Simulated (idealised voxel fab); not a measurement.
The name of this process module is voxel transistor to metal.
Shown is cross-section cut, with a width of 185 nm and square cells of size 5 nm.
Square cells in a grid make up a cross-section in this document, and the grid is given as bands, listed from the top down, each one or more rows of cells. What a band's entry tells you: where the top is and where the bottom is, as heights in nm, and after that what lies inside, material by material from left to right, each with its width in nm. Empty space is written as the word "empty", and a single material marked with the word "full width" occupies the band from edge to edge. Zero point of the height axis is 0; under it, received wafer = one material. Lowest band: continues down indefinitely, "z 0 and below". Quick explanation for "30..40": the width changes in equal steps down the rows of cells, from the first number in the band's top row to the second number in its bottom row. Any step labelled "left unchanged" changed none of the cells in the cross-section. Entry "Sealed voids" = empty spaces >= 8 cells with no open way to the top; each as width x height at distance, distance from left edge, all nm. Read whatever lies past the settings on a step's line as the simulator's own remark about the step. A step's line can hold "overlay nm"; with a mask on that step, the setting says how far right of the planned place the mask lay, while a negative setting says it lay to the left. Pairs from here to the end. Each: cross-section before one process step, cross-section after it, the latter only as far down as the lowest band that changed. Under each: the step between, and its settings. Mind that the pairs may be taken from different runs of this module on the same starting wafer; whether a pair continues from the pair above depends on its entry headed "Incoming profile", and it does only where that entry says so.

# Incoming profile
	z 25 to 15: empty=25 / aC=125 / empty=35
	z 15 to 5: SiN full width
	z 5 to 0: SiO2 full width
	z 0 and below: Si full width
	Sealed voids: none

# State After Step
	z 25 to 15: empty=25 / aC=125 / empty=35
	z 15 to 5: empty=25 / SiN=125 / empty=35
	Beneath the level 5, the cross-section is identical to its previous state.
	Sealed voids: none
Q: step between the cross-sections above? A: DIRECTIONAL_ETCH with etch materials SiN, depth nm 10

Incoming profile: starting point is the after cross-section of the pair just above.

# State After Step
	z 25 to 15: empty=25 / aC=125 / empty=35
	z 15 to 5: empty=25 / SiN=125 / empty=35
	z 5 to 0: empty=25 / SiO2=125 / empty=35
	Beneath the level 0, the cross-section is identical to its previous state.
	Sealed voids: none
Q: step between the cross-sections above? A: DIRECTIONAL_ETCH with etch materials SiO2, depth nm 5

Incoming profile: starting point is the after cross-section of the pair just above.

# State After Step
	z 25 to 15: empty=25 / aC=125 / empty=35
	z 15 to 5: empty=25 / SiN=125 / empty=35
	z 5 to 0: empty=25 / SiO2=125 / empty=35
	z 0 to -20: empty=25 / Si=125 / empty=35
	Beneath the level -20, the cross-section is identical to its previous state.
	Sealed voids: none
Q: step between the cross-sections above? A: DIRECTIONAL_ETCH with etch materials Si, depth nm 20

Incoming profile: starting point is the after cross-section of the pair just above.

# State After Step
	z 15 to 5: empty=25 / SiN=125 / empty=35
	Beneath the level 5, the cross-section is identical to its previous state.
	Sealed voids: none
Q: step between the cross-sections above? A: STRIP with etch materials aC

Incoming profile: starting point is the after cross-section of the pair just above.

# State After Step
	z 25 to 15: SiO2 full width
	z 15 to 5: SiO2=25 / SiN=125 / SiO2=35
	z 5 to 0: SiO2 full width
	z 0 to -20: SiO2=25 / Si=125 / SiO2=35
	Beneath the level -20, the cross-section is identical to its previous state.
	Sealed voids: none
Q: step between the cross-sections above? A: FILL_DEP with material SiO2, thk nm 10

Incoming profile: starting point is the after cross-section of the pair just above.

# State After Step
	z 15 to 5: SiO2=25 / SiN=125 / SiO2=35
	Beneath the level 5, the cross-section is identical to its previous state.
	Sealed voids: none
Q: step between the cross-sections above? A: CMP with height nm 15

Incoming profile: starting point is the after cross-section of the pair just above.

# State After Step
	z 15 to 10: empty=25 / SiN=125 / empty=35
	Beneath the level 10, the cross-section is identical to its previous state.
	Sealed voids: none
Q: step between the cross-sections above? A: SELECTIVE_ETCH with etch materials SiO2, depth nm 5

Incoming profile: starting point is the after cross-section of the pair just above.

# State After Step
	z 10 to 5: SiO2=25 / empty=125 / SiO2=35
	Beneath the level 5, the cross-section is identical to its previous state.
	Sealed voids: none
Q: step between the cross-sections above? A: STRIP with etch materials SiN

Incoming profile: starting point is the after cross-section of the pair just above.

# State After Step
	z 5 to 0: SiO2=20 / empty=135 / SiO2=30
	Beneath the level 0, the cross-section is identical to its previous state.
	Sealed voids: none
Q: step between the cross-sections above? A: SELECTIVE_ETCH with etch materials SiO2, depth nm 5

Incoming profile: starting point is the after cross-section of the pair just above.

# State After Step
	z 5 to 0: SiO2=20 / empty=135 / SiO2=30
	z 0 to -5: SiO2 full width
	Beneath the level -5, the cross-section is identical to its previous state.
	Sealed voids: none
Q: step between the cross-sections above? A: OXIDIZE with depth nm 5

Incoming profile: starting point is the after cross-section of the pair just above.

# State After Step
	z 35 to 30: polySi=20 / empty=135 / polySi=30
	z 30 to 5: polySi full width
	z 5 to 0: SiO2=20 / polySi=135 / SiO2=30
	Beneath the level 0, the cross-section is identical to its previous state.
	Sealed voids: none
Q: step between the cross-sections above? A: DIRECTIONAL_DEP with material polySi, thk nm 30

Incoming profile: starting point is the after cross-section of the pair just above.

# State After Step
	z 45 to 40: SiCN=20 / empty=135 / SiCN=30
	z 40 to 35: SiCN full width
	z 35 to 30: polySi=20 / SiCN=135 / polySi=30
	Beneath the level 30, the cross-section is identical to its previous state.
	Sealed voids: none
Q: step between the cross-sections above? A: DIRECTIONAL_DEP with material SiCN, thk nm 10

Incoming profile: starting point is the after cross-section of the pair just above.

# State After Step
	z 40 to 35: empty=75 / SiCN=35 / empty=75
	z 35 to 30: polySi=20 / empty=55 / SiCN=35 / empty=45 / polySi=30
	Beneath the level 30, the cross-section is identical to its previous state.
	Sealed voids: none
Q: step between the cross-sections above? A: MASKED_ETCH with tone cover, mask id GATE, width nm 35, etch materials SiCN, depth nm 20, overlay nm 0

Incoming profile: starting point is the after cross-section of the pair just above.

# State After Step
	z 40 to 30: empty=75 / SiCN=35 / empty=75
	z 30 to 5: empty=75 / polySi=35 / empty=75
	z 5 to 0: SiO2=20 / empty=55 / polySi=35 / empty=45 / SiO2=30
	Beneath the level 0, the cross-section is identical to its previous state.
	Sealed voids: none
Q: step between the cross-sections above? A: MASKED_ETCH with tone cover, mask id GATE, width nm 35, etch materials polySi, depth nm 40, overlay nm 0

Incoming profile: starting point is the after cross-section of the pair just above.

# State After Step
	z 50 to 40: empty=65 / SiN=55 / empty=65
	z 40 to 30: empty=65 / SiN=10 / SiCN=35 / SiN=10 / empty=65
	z 30 to 15: empty=65 / SiN=10 / polySi=35 / SiN=10 / empty=65
	z 15 to 10: SiN=30 / empty=35 / SiN=10 / polySi=35 / SiN=10 / empty=25 / SiN=40
	z 10 to 5: SiN=75 / polySi=35 / SiN=75
	z 5 to 0: SiO2=20 / SiN=55 / polySi=35 / SiN=45 / SiO2=30
	Beneath the level 0, the cross-section is identical to its previous state.
	Sealed voids: none
Q: step between the cross-sections above? A: CONFORMAL_DEP with material SiN, thk nm 10

Incoming profile: starting point is the after cross-section of the pair just above.

# State After Step
	z 40 to 30: empty=65 / SiN=10 / SiCN=35 / SiN=10 / empty=65
	z 30 to 5: empty=65 / SiN=10 / polySi=35 / SiN=10 / empty=65
	z 5 to 0: SiO2=20 / SiN=10 / empty=35 / SiN=10 / polySi=35 / SiN=10 / empty=25 / SiN=10 / SiO2=30
	Beneath the level 0, the cross-section is identical to its previous state.
	Sealed voids: none
Q: step between the cross-sections above? A: DIRECTIONAL_ETCH with etch materials SiN, depth nm 10

Incoming profile: starting point is the after cross-section of the pair just above.

# State After Step
	z 40 to 30: empty=65 / SiN=10 / SiCN=35 / SiN=10 / empty=65
	z 30 to 5: empty=65 / SiN=10 / polySi=35 / SiN=10 / empty=65
	z 5 to 0: empty=20 / SiN=10 / empty=35 / SiN=10 / polySi=35 / SiN=10 / empty=25 / SiN=10 / empty=30
	z 0 to -5: SiO2=30 / empty=35 / SiO2=55 / empty=25 / SiO2=40
	Beneath the level -5, the cross-section is identical to its previous state.
	Sealed voids: none
Q: step between the cross-sections above? A: DIRECTIONAL_ETCH with etch materials SiO2, depth nm 5

Incoming profile: starting point is the after cross-section of the pair just above.

# State After Step
	z 40 to 30: empty=65 / SiN=10 / SiCN=35 / SiN=10 / empty=65
	z 30 to 5: empty=65 / SiN=10 / polySi=35 / SiN=10 / empty=65
	z 5 to 0: empty=20 / SiN=10 / empty=35 / SiN=10 / polySi=35 / SiN=10 / empty=25 / SiN=10 / empty=30
	z 0 to -5: SiO2=30 / empty=35 / SiO2=55 / empty=25 / SiO2=40
	z -5 to -10: SiO2=25 / Si=5 / empty=35 / Si=55 / empty=25 / Si=5 / SiO2=35
	Beneath the level -10, the cross-section is identical to its previous state.
	Sealed voids: none
Q: step between the cross-sections above? A: DIRECTIONAL_ETCH with etch materials Si, depth nm 5

Incoming profile: starting point is the after cross-section of the pair just above.

# State After Step
	z 40 to 30: empty=65 / SiN=10 / SiCN=35 / SiN=10 / empty=65
	z 30 to 5: empty=65 / SiN=10 / polySi=35 / SiN=10 / empty=65
	z 5 to 0: empty=20 / SiN=10 / empty=35 / SiN=10 / polySi=35 / SiN=10 / empty=25 / SiN=10 / empty=30
	z 0 to -5: SiO2=30 / SiGe=5 / empty=25 / SiGe=5 / SiO2=55 / SiGe=5 / empty=15 / SiGe=5 / SiO2=40
	z -5 to -10: SiO2=25 / Si=5 / SiGe=35 / Si=55 / SiGe=25 / Si=5 / SiO2=35
	Beneath the level -10, the cross-section is identical to its previous state.
	Sealed voids: none
Q: step between the cross-sections above? A: EPI with material SiGe, thk nm 5

Incoming profile: starting point is the after cross-section of the pair just above.

# State After Step
	z 45 to 40: SiO2 full width
	z 40 to 30: SiO2=65 / SiN=10 / SiCN=35 / SiN=10 / SiO2=65
	z 30 to 5: SiO2=65 / SiN=10 / polySi=35 / SiN=10 / SiO2=65
	z 5 to 0: SiO2=20 / SiN=10 / SiO2=35 / SiN=10 / polySi=35 / SiN=10 / SiO2=25 / SiN=10 / SiO2=30
	z 0 to -5: SiO2=30 / SiGe=5 / SiO2=25 / SiGe=5 / SiO2=55 / SiGe=5 / SiO2=15 / SiGe=5 / SiO2=40
	Beneath the level -5, the cross-section is identical to its previous state.
	Sealed voids: none
Q: step between the cross-sections above? A: FILL_DEP with material SiO2, thk nm 5

Incoming profile: starting point is the after cross-section of the pair just above.

# State After Step
	z 30 to 5: SiO2=65 / SiN=10 / polySi=35 / SiN=10 / SiO2=65
	Beneath the level 5, the cross-section is identical to its previous state.
	Sealed voids: none
Q: step between the cross-sections above? A: CMP with height nm 30

Incoming profile: starting point is the after cross-section of the pair just above.

# State After Step
	z 30 to 5: SiO2=65 / SiN=10 / empty=35 / SiN=10 / SiO2=65
	z 5 to 0: SiO2=20 / SiN=10 / SiO2=35 / SiN=10 / empty=35 / SiN=10 / SiO2=25 / SiN=10 / SiO2=30
	Beneath the level 0, the cross-section is identical to its previous state.
	Sealed voids: none
Q: step between the cross-sections above? A: STRIP with etch materials polySi

Incoming profile: starting point is the after cross-section of the pair just above.

# State After Step
	z 30 to 25: empty=65 / SiN=10 / empty=35 / SiN=10 / empty=65
	z 25 to 5: SiO2=65 / SiN=10 / empty=35 / SiN=10 / SiO2=65
	z 5 to 0: SiO2=20 / SiN=10 / SiO2=35 / SiN=10 / empty=35 / SiN=10 / SiO2=25 / SiN=10 / SiO2=30
	z 0 to -5: SiO2=30 / SiGe=5 / SiO2=25 / SiGe=5 / SiO2=5 / empty=45 / SiO2=5 / SiGe=5 / SiO2=15 / SiGe=5 / SiO2=40
	Beneath the level -5, the cross-section is identical to its previous state.
	Sealed voids: none
Q: step between the cross-sections above? A: SELECTIVE_ETCH with etch materials SiO2, depth nm 5

Incoming profile: starting point is the after cross-section of the pair just above.

# State After Step
	z 35 to 30: empty=60 / HfO2=20 / empty=25 / HfO2=20 / empty=60
	z 30 to 25: HfO2=65 / SiN=10 / HfO2=5 / empty=25 / HfO2=5 / SiN=10 / HfO2=65
	z 25 to 5: SiO2=65 / SiN=10 / HfO2=5 / empty=25 / HfO2=5 / SiN=10 / SiO2=65
	z 5 to 0: SiO2=20 / SiN=10 / SiO2=35 / SiN=10 / HfO2=5 / empty=25 / HfO2=5 / SiN=10 / SiO2=25 / SiN=10 / SiO2=30
	z 0 to -5: SiO2=30 / SiGe=5 / SiO2=25 / SiGe=5 / SiO2=5 / HfO2=45 / SiO2=5 / SiGe=5 / SiO2=15 / SiGe=5 / SiO2=40
	Beneath the level -5, the cross-section is identical to its previous state.
	Sealed voids: none
Q: step between the cross-sections above? A: CONFORMAL_DEP with material HfO2, thk nm 5

Incoming profile: starting point is the after cross-section of the pair just above.

# State After Step
	z 40 to 35: empty=55 / TiN=30 / empty=15 / TiN=30 / empty=55
	z 35 to 30: TiN=60 / HfO2=20 / TiN=5 / empty=15 / TiN=5 / HfO2=20 / TiN=60
	z 30 to 25: HfO2=65 / SiN=10 / HfO2=5 / TiN=5 / empty=15 / TiN=5 / HfO2=5 / SiN=10 / HfO2=65
	z 25 to 5: SiO2=65 / SiN=10 / HfO2=5 / TiN=5 / empty=15 / TiN=5 / HfO2=5 / SiN=10 / SiO2=65
	z 5 to 0: SiO2=20 / SiN=10 / SiO2=35 / SiN=10 / HfO2=5 / TiN=25 / HfO2=5 / SiN=10 / SiO2=25 / SiN=10 / SiO2=30
	Beneath the level 0, the cross-section is identical to its previous state.
	Sealed voids: none
Q: step between the cross-sections above? A: CONFORMAL_DEP with material TiN, thk nm 5

Incoming profile: starting point is the after cross-section of the pair just above.

# State After Step
	z 45 to 40: W full width
	z 40 to 35: W=55 / TiN=30 / W=15 / TiN=30 / W=55
	z 35 to 30: TiN=60 / HfO2=20 / TiN=5 / W=15 / TiN=5 / HfO2=20 / TiN=60
	z 30 to 25: HfO2=65 / SiN=10 / HfO2=5 / TiN=5 / W=15 / TiN=5 / HfO2=5 / SiN=10 / HfO2=65
	z 25 to 5: SiO2=65 / SiN=10 / HfO2=5 / TiN=5 / W=15 / TiN=5 / HfO2=5 / SiN=10 / SiO2=65
	Beneath the level 5, the cross-section is identical to its previous state.
	Sealed voids: none
Q: step between the cross-sections above? A: FILL_DEP with material W, thk nm 5

Incoming profile: starting point is the after cross-section of the pair just above.

# State After Step
	z 25 to 5: SiO2=65 / SiN=10 / HfO2=5 / TiN=5 / W=15 / TiN=5 / HfO2=5 / SiN=10 / SiO2=65
	Beneath the level 5, the cross-section is identical to its previous state.
	Sealed voids: none
Q: step between the cross-sections above? A: CMP with height nm 25

Incoming profile: starting point is the after cross-section of the pair just above.

# State After Step
	z 40 to 25: SiO2 full width
	Beneath the level 25, the cross-section is identical to its previous state.
	Sealed voids: none
Q: step between the cross-sections above? A: DIRECTIONAL_DEP with material SiO2, thk nm 15

Incoming profile: starting point is the after cross-section of the pair just above.

# State After Step
	z 40 to 25: SiO2=35 / empty=20 / SiO2=75 / empty=20 / SiO2=35
	z 25 to 5: SiO2=35 / empty=20 / SiO2=10 / SiN=10 / HfO2=5 / TiN=5 / W=15 / TiN=5 / HfO2=5 / SiN=10 / SiO2=10 / empty=20 / SiO2=35
	z 5 to 0: SiO2=20 / SiN=10 / SiO2=5 / empty=20 / SiO2=10 / SiN=10 / HfO2=5 / TiN=25 / HfO2=5 / SiN=10 / SiO2=10 / empty=15 / SiN=10 / SiO2=30
	z 0 to -5: SiO2=30 / SiGe=5 / empty=20 / SiO2=5 / SiGe=5 / SiO2=5 / HfO2=45 / SiO2=5 / SiGe=5 / SiO2=5 / empty=10 / SiGe=5 / SiO2=40
	Beneath the level -5, the cross-section is identical to its previous state.
	Sealed voids: none
Q: step between the cross-sections above? A: MASKED_ETCH with tone open, mask id CONTACT, width nm 20, pitch nm 95, etch materials SiO2, depth nm 45, overlay nm 0

Incoming profile: starting point is the after cross-section of the pair just above.

# State After Step
	z 45 to 40: TiN=40 / empty=10 / TiN=85 / empty=10 / TiN=40
	z 40 to 25: SiO2=35 / TiN=5 / empty=10 / TiN=5 / SiO2=75 / TiN=5 / empty=10 / TiN=5 / SiO2=35
	z 25 to 10: SiO2=35 / TiN=5 / empty=10 / TiN=5 / SiO2=10 / SiN=10 / HfO2=5 / TiN=5 / W=15 / TiN=5 / HfO2=5 / SiN=10 / SiO2=10 / TiN=5 / empty=10 / TiN=5 / SiO2=35
	z 10 to 5: SiO2=35 / TiN=5 / empty=10 / TiN=5 / SiO2=10 / SiN=10 / HfO2=5 / TiN=5 / W=15 / TiN=5 / HfO2=5 / SiN=10 / SiO2=10 / TiN=5 / empty=5 / TiN=10 / SiO2=35
	z 5 to 0: SiO2=20 / SiN=10 / SiO2=5 / TiN=5 / empty=10 / TiN=5 / SiO2=10 / SiN=10 / HfO2=5 / TiN=25 / HfO2=5 / SiN=10 / SiO2=10 / TiN=15 / SiN=10 / SiO2=30
	z 0 to -5: SiO2=30 / SiGe=5 / TiN=20 / SiO2=5 / SiGe=5 / SiO2=5 / HfO2=45 / SiO2=5 / SiGe=5 / SiO2=5 / TiN=10 / SiGe=5 / SiO2=40
	Beneath the level -5, the cross-section is identical to its previous state.
	Sealed voids: none
Q: step between the cross-sections above? A: CONFORMAL_DEP with material TiN, thk nm 5

Incoming profile: starting point is the after cross-section of the pair just above.

# State After Step
	z 50 to 45: Ru full width
	z 45 to 40: TiN=40 / Ru=10 / TiN=85 / Ru=10 / TiN=40
	z 40 to 25: SiO2=35 / TiN=5 / Ru=10 / TiN=5 / SiO2=75 / TiN=5 / Ru=10 / TiN=5 / SiO2=35
	z 25 to 10: SiO2=35 / TiN=5 / Ru=10 / TiN=5 / SiO2=10 / SiN=10 / HfO2=5 / TiN=5 / W=15 / TiN=5 / HfO2=5 / SiN=10 / SiO2=10 / TiN=5 / Ru=10 / TiN=5 / SiO2=35
	z 10 to 5: SiO2=35 / TiN=5 / Ru=10 / TiN=5 / SiO2=10 / SiN=10 / HfO2=5 / TiN=5 / W=15 / TiN=5 / HfO2=5 / SiN=10 / SiO2=10 / TiN=5 / Ru=5 / TiN=10 / SiO2=35
	z 5 to 0: SiO2=20 / SiN=10 / SiO2=5 / TiN=5 / Ru=10 / TiN=5 / SiO2=10 / SiN=10 / HfO2=5 / TiN=25 / HfO2=5 / SiN=10 / SiO2=10 / TiN=15 / SiN=10 / SiO2=30
	Beneath the level 0, the cross-section is identical to its previous state.
	Sealed voids: none
Q: step between the cross-sections above? A: FILL_DEP with material Ru, thk nm 5

Incoming profile: starting point is the after cross-section of the pair just above.

# State After Step
	z 40 to 25: SiO2=35 / TiN=5 / Ru=10 / TiN=5 / SiO2=75 / TiN=5 / Ru=10 / TiN=5 / SiO2=35
	Beneath the level 25, the cross-section is identical to its previous state.
	Sealed voids: none
Q: step between the cross-sections above? A: CMP with height nm 40

Incoming profile: starting point is the after cross-section of the pair just above.

# State After Step
	z 45 to 40: SiN full width
	Beneath the level 40, the cross-section is identical to its previous state.
	Sealed voids: none
Q: step between the cross-sections above? A: CONFORMAL_DEP with material SiN, thk nm 5

Incoming profile: starting point is the after cross-section of the pair just above.

# State After Step
	z 60 to 45: SiO2 full width
	Beneath the level 45, the cross-section is identical to its previous state.
	Sealed voids: none
Q: step between the cross-sections above? A: DIRECTIONAL_DEP with material SiO2, thk nm 15

Incoming profile: starting point is the after cross-section of the pair just above.

# State After Step
	z 75 to 60: resist=35 / empty=20 / resist=75 / empty=20 / resist=35
	Beneath the level 60, the cross-section is identical to its previous state.
	Sealed voids: none
Q: step between the cross-sections above? A: PATTERN with tone open, mask id METAL_1, material resist, width nm 20, pitch nm 95, thk nm 15, overlay nm 0

Incoming profile: starting point is the after cross-section of the pair just above.

# State After Step
	z 75 to 60: resist=35 / empty=20 / resist=75 / empty=20 / resist=35
	z 60 to 45: SiO2=35 / empty=20 / SiO2=75 / empty=20 / SiO2=35
	Beneath the level 45, the cross-section is identical to its previous state.
	Sealed voids: none
Q: step between the cross-sections above? A: DIRECTIONAL_ETCH with etch materials SiO2, depth nm 15

Incoming profile: starting point is the after cross-section of the pair just above.

# State After Step
	z 75 to 60: resist=35 / empty=20 / resist=75 / empty=20 / resist=35
	z 60 to 45: SiO2=35 / empty=20 / SiO2=75 / empty=20 / SiO2=35
	z 45 to 40: SiN=35 / empty=20 / SiN=75 / empty=20 / SiN=35
	Beneath the level 40, the cross-section is identical to its previous state.
	Sealed voids: none
Q: step between the cross-sections above? A: DIRECTIONAL_ETCH with etch materials SiN, depth nm 5

Incoming profile: starting point is the after cross-section of the pair just above.

# State After Step
	z 60 to 45: SiO2=35 / empty=20 / SiO2=75 / empty=20 / SiO2=35
	Beneath the level 45, the cross-section is identical to its previous state.
	Sealed voids: none
Q: step between the cross-sections above? A: STRIP with etch materials resist

Incoming profile: starting point is the after cross-section of the pair just above.

# State After Step
	z 65 to 60: TiN=40 / empty=10 / TiN=85 / empty=10 / TiN=40
	z 60 to 45: SiO2=35 / TiN=5 / empty=10 / TiN=5 / SiO2=75 / TiN=5 / empty=10 / TiN=5 / SiO2=35
	z 45 to 40: SiN=35 / TiN=20 / SiN=75 / TiN=20 / SiN=35
	Beneath the level 40, the cross-section is identical to its previous state.
	Sealed voids: none
Q: step between the cross-sections above? A: CONFORMAL_DEP with material TiN, thk nm 5

Incoming profile: starting point is the after cross-section of the pair just above.

# State After Step
	z 75 to 65: Cu full width
	z 65 to 60: TiN=40 / Cu=10 / TiN=85 / Cu=10 / TiN=40
	z 60 to 45: SiO2=35 / TiN=5 / Cu=10 / TiN=5 / SiO2=75 / TiN=5 / Cu=10 / TiN=5 / SiO2=35
	Beneath the level 45, the cross-section is identical to its previous state.
	Sealed voids: none
Q: step between the cross-sections above? A: FILL_DEP with material Cu, thk nm 10

Incoming profile: starting point is the after cross-section of the pair just above.

# State After Step
	z 60 to 45: SiO2=35 / TiN=5 / Cu=10 / TiN=5 / SiO2=75 / TiN=5 / Cu=10 / TiN=5 / SiO2=35
	Beneath the level 45, the cross-section is identical to its previous state.
	Sealed voids: none
Q: step between the cross-sections above? A: CMP with height nm 60

Incoming profile: starting point is the after cross-section of the pair just above.

# State After Step
	z 65 to 60: SiN full width
	Beneath the level 60, the cross-section is identical to its previous state.
	Sealed voids: none
Q: step between the cross-sections above? A: CONFORMAL_DEP with material SiN, thk nm 5

# Incoming profile
	z 40 to 25: SiO2=35 / empty=20 / SiO2=75 / empty=20 / SiO2=35
	z 25 to 5: SiO2=35 / empty=20 / SiO2=10 / SiN=10 / HfO2=5 / TiN=5 / W=15 / TiN=5 / HfO2=5 / SiN=10 / SiO2=10 / empty=20 / SiO2=35
	z 5 to 0: SiO2=25 / SiN=10 / empty=20 / SiO2=10 / SiN=10 / HfO2=5 / TiN=25 / HfO2=5 / SiN=10 / SiO2=10 / empty=20 / SiN=10 / SiO2=25
	z 0 to -5: SiO2=35 / SiGe=5 / empty=15 / SiO2=5 / SiGe=5 / SiO2=5 / HfO2=45 / SiO2=5 / SiGe=5 / SiO2=5 / empty=15 / SiGe=5 / SiO2=35
	z -5 to -10: SiO2=30 / Si=5 / SiGe=30 / Si=55 / SiGe=30 / Si=5 / SiO2=30
	z -10 to -20: SiO2=30 / Si=125 / SiO2=30
	z -20 and below: Si full width
	Sealed voids: none

# State After Step
	z 45 to 40: W=40 / empty=10 / W=85 / empty=10 / W=40
	z 40 to 25: SiO2=35 / W=5 / empty=10 / W=5 / SiO2=75 / W=5 / empty=10 / W=5 / SiO2=35
	z 25 to 5: SiO2=35 / W=5 / empty=10 / W=5 / SiO2=10 / SiN=10 / HfO2=5 / TiN=5 / W=15 / TiN=5 / HfO2=5 / SiN=10 / SiO2=10 / W=5 / empty=10 / W=5 / SiO2=35
	z 5 to 0: SiO2=25 / SiN=10 / W=10 / empty=5 / W=5 / SiO2=10 / SiN=10 / HfO2=5 / TiN=25 / HfO2=5 / SiN=10 / SiO2=10 / W=5 / empty=5 / W=10 / SiN=10 / SiO2=25
	z 0 to -5: SiO2=35 / SiGe=5 / W=15 / SiO2=5 / SiGe=5 / SiO2=5 / HfO2=45 / SiO2=5 / SiGe=5 / SiO2=5 / W=15 / SiGe=5 / SiO2=35
	Beneath the level -5, the cross-section is identical to its previous state.
	Sealed voids: none
Q: step between the cross-sections above? A: CONFORMAL_DEP with material W, thk nm 5

Incoming profile: starting point is the after cross-section of the pair just above.

# State After Step
	z 50 to 45: Ru full width
	z 45 to 40: W=40 / Ru=10 / W=85 / Ru=10 / W=40
	z 40 to 25: SiO2=35 / W=5 / Ru=10 / W=5 / SiO2=75 / W=5 / Ru=10 / W=5 / SiO2=35
	z 25 to 5: SiO2=35 / W=5 / Ru=10 / W=5 / SiO2=10 / SiN=10 / HfO2=5 / TiN=5 / W=15 / TiN=5 / HfO2=5 / SiN=10 / SiO2=10 / W=5 / Ru=10 / W=5 / SiO2=35
	z 5 to 0: SiO2=25 / SiN=10 / W=10 / Ru=5 / W=5 / SiO2=10 / SiN=10 / HfO2=5 / TiN=25 / HfO2=5 / SiN=10 / SiO2=10 / W=5 / Ru=5 / W=10 / SiN=10 / SiO2=25
	Beneath the level 0, the cross-section is identical to its previous state.
	Sealed voids: none
Q: step between the cross-sections above? A: FILL_DEP with material Ru, thk nm 5

Incoming profile: starting point is the after cross-section of the pair just above.

# State After Step
	z 40 to 25: SiO2=35 / W=5 / Ru=10 / W=5 / SiO2=75 / W=5 / Ru=10 / W=5 / SiO2=35
	Beneath the level 25, the cross-section is identical to its previous state.
	Sealed voids: none
Q: step between the cross-sections above? A: CMP with height nm 40

Incoming profile: starting point is the after cross-section of the pair just above.

# State After Step
	z 45 to 40: SiN full width
	Beneath the level 40, the cross-section is identical to its previous state.
	Sealed voids: none
Q: step between the cross-sections above? A: CONFORMAL_DEP with material SiN, thk nm 5

Incoming profile: starting point is the after cross-section of the pair just above.

# State After Step
	z 60 to 45: SiO2 full width
	Beneath the level 45, the cross-section is identical to its previous state.
	Sealed voids: none
Q: step between the cross-sections above? A: DIRECTIONAL_DEP with material SiO2, thk nm 15

Incoming profile: starting point is the after cross-section of the pair just above.

# State After Step
	z 75 to 60: resist=35 / empty=20 / resist=75 / empty=20 / resist=35
	Beneath the level 60, the cross-section is identical to its previous state.
	Sealed voids: none
Q: step between the cross-sections above? A: PATTERN with tone open, mask id METAL_1, material resist, width nm 20, pitch nm 95, thk nm 15, overlay nm 0

Incoming profile: starting point is the after cross-section of the pair just above.

# State After Step
	z 75 to 60: resist=35 / empty=20 / resist=75 / empty=20 / resist=35
	z 60 to 45: SiO2=35 / empty=20 / SiO2=75 / empty=20 / SiO2=35
	Beneath the level 45, the cross-section is identical to its previous state.
	Sealed voids: none
Q: step between the cross-sections above? A: DIRECTIONAL_ETCH with etch materials SiO2, depth nm 15

Incoming profile: starting point is the after cross-section of the pair just above.

# State After Step
	z 75 to 60: resist=35 / empty=20 / resist=75 / empty=20 / resist=35
	z 60 to 45: SiO2=35 / empty=20 / SiO2=75 / empty=20 / SiO2=35
	z 45 to 40: SiN=35 / empty=20 / SiN=75 / empty=20 / SiN=35
	Beneath the level 40, the cross-section is identical to its previous state.
	Sealed voids: none
Q: step between the cross-sections above? A: DIRECTIONAL_ETCH with etch materials SiN, depth nm 5

Incoming profile: starting point is the after cross-section of the pair just above.

# State After Step
	z 60 to 45: SiO2=35 / empty=20 / SiO2=75 / empty=20 / SiO2=35
	Beneath the level 45, the cross-section is identical to its previous state.
	Sealed voids: none
Q: step between the cross-sections above? A: STRIP with etch materials resist

Incoming profile: starting point is the after cross-section of the pair just above.

# State After Step
	z 65 to 60: TiN=40 / empty=10 / TiN=85 / empty=10 / TiN=40
	z 60 to 45: SiO2=35 / TiN=5 / empty=10 / TiN=5 / SiO2=75 / TiN=5 / empty=10 / TiN=5 / SiO2=35
	z 45 to 40: SiN=35 / TiN=20 / SiN=75 / TiN=20 / SiN=35
	Beneath the level 40, the cross-section is identical to its previous state.
	Sealed voids: none
Q: step between the cross-sections above? A: CONFORMAL_DEP with material TiN, thk nm 5

Incoming profile: starting point is the after cross-section of the pair just above.

# State After Step
	z 75 to 65: Cu full width
	z 65 to 60: TiN=40 / Cu=10 / TiN=85 / Cu=10 / TiN=40
	z 60 to 45: SiO2=35 / TiN=5 / Cu=10 / TiN=5 / SiO2=75 / TiN=5 / Cu=10 / TiN=5 / SiO2=35
	Beneath the level 45, the cross-section is identical to its previous state.
	Sealed voids: none
Q: step between the cross-sections above? A: FILL_DEP with material Cu, thk nm 10

Incoming profile: starting point is the after cross-section of the pair just above.

# State After Step
	z 60 to 45: SiO2=35 / TiN=5 / Cu=10 / TiN=5 / SiO2=75 / TiN=5 / Cu=10 / TiN=5 / SiO2=35
	Beneath the level 45, the cross-section is identical to its previous state.
	Sealed voids: none
Q: step between the cross-sections above? A: CMP with height nm 60

Incoming profile: starting point is the after cross-section of the pair just above.

# State After Step
	z 65 to 60: SiN full width
	Beneath the level 60, the cross-section is identical to its previous state.
	Sealed voids: none
Q: step between the cross-sections above? A: CONFORMAL_DEP with material SiN, thk nm 5
